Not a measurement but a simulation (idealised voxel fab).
The process module presented herein is designated voxel wiring stack.
The width of the displayed cross-section, cut, is 190 nm; its cells are square, with a size of 5 nm.
A cross-section is written here as square cells arranged in a grid, and it is given in bands from the top down, each band taking up one or more rows of cells. Within each band entry, the heights of the top and of the bottom of the band appear first, in that order and in nm; the materials of the band then follow from left to right, each with its corresponding width in nm. The designation "edge to edge" on a single material indicates that it fills the band from edge to edge; the designation "blank" indicates empty space. Below 0: as-received wafer, all one material; heights counted from there. Lowest band: no bottom, goes on down, written "z 0 and below". So if you see something like "30..40" for the width, read it as the top row of the band sitting at the first number and the bottom row at the second, with every row in between moving by the same amount as the last. A step reported as "everything unchanged" is a step in which no cell of the cross-section changed. Under "Catalogued sealed voids" you'll find the enclosed gaps, the ones with no way out to the top, that are 8 cells or bigger; each reads width x height at distance, with distance counted from the left edge, everything in nm. Heads up: the bit after the settings on a step's line is the simulator's remark on that step. On any step carrying a mask, the "overlay nm" setting, if present on the step's line, tells how far right of its planned place the mask lay; negative values point to the left.
Intended process steps
1. op RECEIVE | material Si
2. op CONFORMAL_DEP | material SiO2 | thk nm 10
3. op CONFORMAL_DEP | material SiN | thk nm 5
4. op DIRECTIONAL_DEP | material lowk | thk nm 15
5. op DIRECTIONAL_DEP | material aC | thk nm 10
6. op PATTERN | tone open | mask id METAL_1 | material resist | width nm 25 | pitch nm 50 | thk nm 30 | overlay nm 0
7. op DIRECTIONAL_ETCH | etch materials aC | depth nm 10
8. op STRIP | etch materials resist
9. op DIRECTIONAL_ETCH | etch materials lowk | depth nm 15
10. op DIRECTIONAL_ETCH | etch materials SiN | depth nm 5
11. op STRIP | etch materials aC
12. op CONFORMAL_DEP | material TiN | thk nm 5
13. op FILL_DEP | material Cu | thk nm 5
14. op CMP | height nm 30
15. op EPI | material Ru | thk nm 5
16. op FILL_DEP | material SiCN | thk nm 5
17. op DIRECTIONAL_DEP | material SiO2 | thk nm 25
18. op DIRECTIONAL_DEP | material aC | thk nm 15
19. op PATTERN | tone open | mask id METAL_2 | material resist | width nm 25 | pitch nm 50 | thk nm 30 | overlay nm -15
20. op DIRECTIONAL_ETCH | etch materials aC | depth nm 15
21. op STRIP | etch materials resist
22. op DIRECTIONAL_ETCH | etch materials SiO2 | depth nm 15
23. op STRIP | etch materials aC
24. op MASKED_ETCH | tone open | mask id METAL_2_HOLES | width nm 15 | etch materials SiO2 | depth nm 10 | overlay nm 0
25. op MASKED_ETCH | tone open | mask id METAL_2_HOLES | width nm 15 | etch materials SiCN | depth nm 5 | overlay nm 0
26. op CONFORMAL_DEP | material TiN | thk nm 5
27. op FILL_DEP | material Cu | thk nm 5
28. op CMP | height nm 65
29. op CONFORMAL_DEP | material SiCN | thk nm 5
The overlay nm used in step 19 is not the same on every wafer, whereas the starting condition is; the value printed in the plan is the first wafer's.
The first of several wafers in cross-section, exactly as it reached us after step 1
	z 0 and below = Si edge to edge
	Catalogued sealed voids: none
Here is the cross-section of the first of several wafers at the end of the module, after its last step, step 29
	z 70 to 65 = SiCN edge to edge
	z 65 to 55 = 40 nm SiO2 / 5 nm TiN / 20..15 nm Cu / 5..10 nm TiN / 20 nm SiO2 / 5 nm TiN / 15 nm Cu / 5 nm TiN / 75 nm SiO2
	z 55 to 50 = 40 nm SiO2 / 25 nm TiN / 25 nm SiO2 / 25 nm TiN / 75 nm SiO2
	z 50 to 40 = 55 nm SiO2 / 10 nm TiN / 125 nm SiO2
	z 40 to 35 = 55 nm SiCN / 10 nm TiN / 125 nm SiCN
	z 35 to 30 = 50 nm SiCN / 35 nm Ru / 15 nm SiCN / 35 nm Ru / 55 nm SiCN
	z 30 to 15 = 55 nm lowk / 5 nm TiN / 15 nm Cu / 5 nm TiN / 25 nm lowk / 5 nm TiN / 15 nm Cu / 5 nm TiN / 60 nm lowk
	z 15 to 10 = 55 nm SiN / 25 nm TiN / 25 nm SiN / 25 nm TiN / 60 nm SiN
	z 10 to 0 = SiO2 edge to edge
	z 0 and below = Si edge to edge
	Catalogued sealed voids: none
Cross-sectional view of the final wafer of several at the module's end
	z 70 to 65 = SiCN edge to edge
	z 65 to 55 = 55 nm SiO2 / 5..20 nm TiN / 30..15 nm Cu / 5 nm TiN / 25 nm SiO2 / 5 nm TiN / 15 nm Cu / 5 nm TiN / 45 nm SiO2
	z 55 to 50 = 70 nm SiO2 / 25 nm TiN / 25 nm SiO2 / 25 nm TiN / 45 nm SiO2
	z 50 to 40 = SiO2 edge to edge
	z 40 to 35 = SiCN edge to edge
	z 35 to 30 = 50 nm SiCN / 35 nm Ru / 15 nm SiCN / 35 nm Ru / 55 nm SiCN
	z 30 to 15 = 55 nm lowk / 5 nm TiN / 15 nm Cu / 5 nm TiN / 25 nm lowk / 5 nm TiN / 15 nm Cu / 5 nm TiN / 60 nm lowk
	z 15 to 10 = 55 nm SiN / 25 nm TiN / 25 nm SiN / 25 nm TiN / 60 nm SiN
	z 10 to 0 = SiO2 edge to edge
	z 0 and below = Si edge to edge
	Catalogued sealed voids: none
Heads up, this table goes wafer by wafer. A row tells you, at the end of the module, how many cells of each material that wafer has put on (+) or dropped (-) since it was received, and then its closed voids
overlay nm -15; +31 Cu; +14 Ru; +98 SiCN; +28 SiN; +230 SiO2; +47 TiN; +84 lowk; Catalogued sealed voids: none
overlay nm -10; +33 Cu; +14 Ru; +97 SiCN; +28 SiN; +230 SiO2; +46 TiN; +84 lowk; Catalogued sealed voids: none
overlay nm -5; +33 Cu; +14 Ru; +97 SiCN; +28 SiN; +230 SiO2; +46 TiN; +84 lowk; Catalogued sealed voids: none
overlay nm 0; +33 Cu; +14 Ru; +97 SiCN; +28 SiN; +230 SiO2; +46 TiN; +84 lowk; Catalogued sealed voids: none
overlay nm 5; +31 Cu; +14 Ru; +98 SiCN; +28 SiN; +230 SiO2; +47 TiN; +84 lowk; Catalogued sealed voids: none
overlay nm 10; +32 Cu; +14 Ru; +99 SiCN; +28 SiN; +230 SiO2; +45 TiN; +84 lowk; Catalogued sealed voids: none
overlay nm 15; +33 Cu; +14 Ru; +100 SiCN; +28 SiN; +230 SiO2; +43 TiN; +84 lowk; Catalogued sealed voids: none
